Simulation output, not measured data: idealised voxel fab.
Documented hereafter: the process module known as voxel self aligned vias.
Cross-section cut: width 285 nm, square cells of 5 nm.
Cross-sections here: square-cell grids, written as top-down lists of bands, a band being one or more rows of cells.
The band entry comprises the height of the band's top followed by the height of its bottom, expressed in nm, and subsequently the band's materials from left to right, each stated together with its width in nm. Where a single material is marked with the word "full width", that material fills the band from edge to edge. The word "empty" represents empty space.
All heights in this document are referenced to 0, defined as the level beneath which the wafer, as received, consists entirely of one material. The lowest band is not bounded below; it extends indefinitely downward and is written in the form "0 -> down".
The expression "30..40" gives the width at the extremes of the band, the first number at its top row of cells and the second at its bottom row, with the width changing by equal amounts from each row to the next in between.
The cross-section has no changed cell in any step marked "no alteration".
Each empty space that has no open way to the top and spans at least 8 cells appears under "Trapped cavities" as width x height at distance, the distance counted from the left edge, all in nm.
Text after the settings on a step's line: the simulator's own remark on that step.
overlay nm: step with mask; distance mask lay right of planned place; negative value = left of planned place.
**Process steps - plan**
1 RECEIVE,material Si
2 CONFORMAL_DEP,material SiO2,thk nm 15
3 CONFORMAL_DEP,material SiCN,thk nm 5
4 DIRECTIONAL_DEP,material lowk,thk nm 30
5 PATTERN,tone open,mask id LINES,material resist,width nm 20,pitch nm 65,thk nm 15,overlay nm -15
6 DIRECTIONAL_ETCH,etch materials lowk,depth nm 30
7 STRIP,etch materials resist
8 CONFORMAL_DEP,material TiN,thk nm 5
9 FILL_DEP,material W,thk nm 5
10 CMP,height nm 50
11 SELECTIVE_ETCH,etch materials W Ru TiN,depth nm 5
12 FILL_DEP,material SiN,thk nm 5
13 CMP,height nm 50
14 DIRECTIONAL_DEP,material lowk,thk nm 15
15 MASKED_ETCH,tone open,mask id VIAS,width nm 40,etch materials lowk,depth nm 15,overlay nm 0
16 MASKED_ETCH,tone open,mask id VIAS,width nm 40,etch materials SiN,depth nm 5,overlay nm 0
17 CONFORMAL_DEP,material TiN,thk nm 5
18 FILL_DEP,material Cu,thk nm 5
19 CMP,height nm 65
20 CONFORMAL_DEP,material SiN,thk nm 5
The overlay nm used in step 5 is not the same on every wafer, whereas the starting condition is; the value printed in the plan is the first wafer's.
**Here's the first of the wafers in cross-section, just as we got it, i.e. after step 1**
- 0 -> down | Si full width
- Trapped cavities: none
**The rows of the table below are wafers. Looking at the end of the module, a row counts, for every material, the cells the wafer has gained, shown as (+), or lost, shown as (-), since it was received; its closed voids come next**
overlay nm -15 | +13 Cu | +57 SiCN | +62 SiN | +171 SiO2 | +38 TiN | +16 W | +441 lowk | Trapped cavities: none
overlay nm -10 | +14 Cu | +57 SiCN | +61 SiN | +171 SiO2 | +38 TiN | +16 W | +441 lowk | Trapped cavities: none
overlay nm -5 | +14 Cu | +57 SiCN | +61 SiN | +171 SiO2 | +38 TiN | +16 W | +441 lowk | Trapped cavities: none
overlay nm 0 | +14 Cu | +57 SiCN | +61 SiN | +171 SiO2 | +38 TiN | +16 W | +441 lowk | Trapped cavities: none
overlay nm 5 | +14 Cu | +57 SiCN | +61 SiN | +171 SiO2 | +38 TiN | +16 W | +441 lowk | Trapped cavities: none
overlay nm 10 | +14 Cu | +57 SiCN | +61 SiN | +171 SiO2 | +38 TiN | +16 W | +441 lowk | Trapped cavities: none
overlay nm 15 | +13 Cu | +57 SiCN | +62 SiN | +171 SiO2 | +38 TiN | +16 W | +441 lowk | Trapped cavities: none
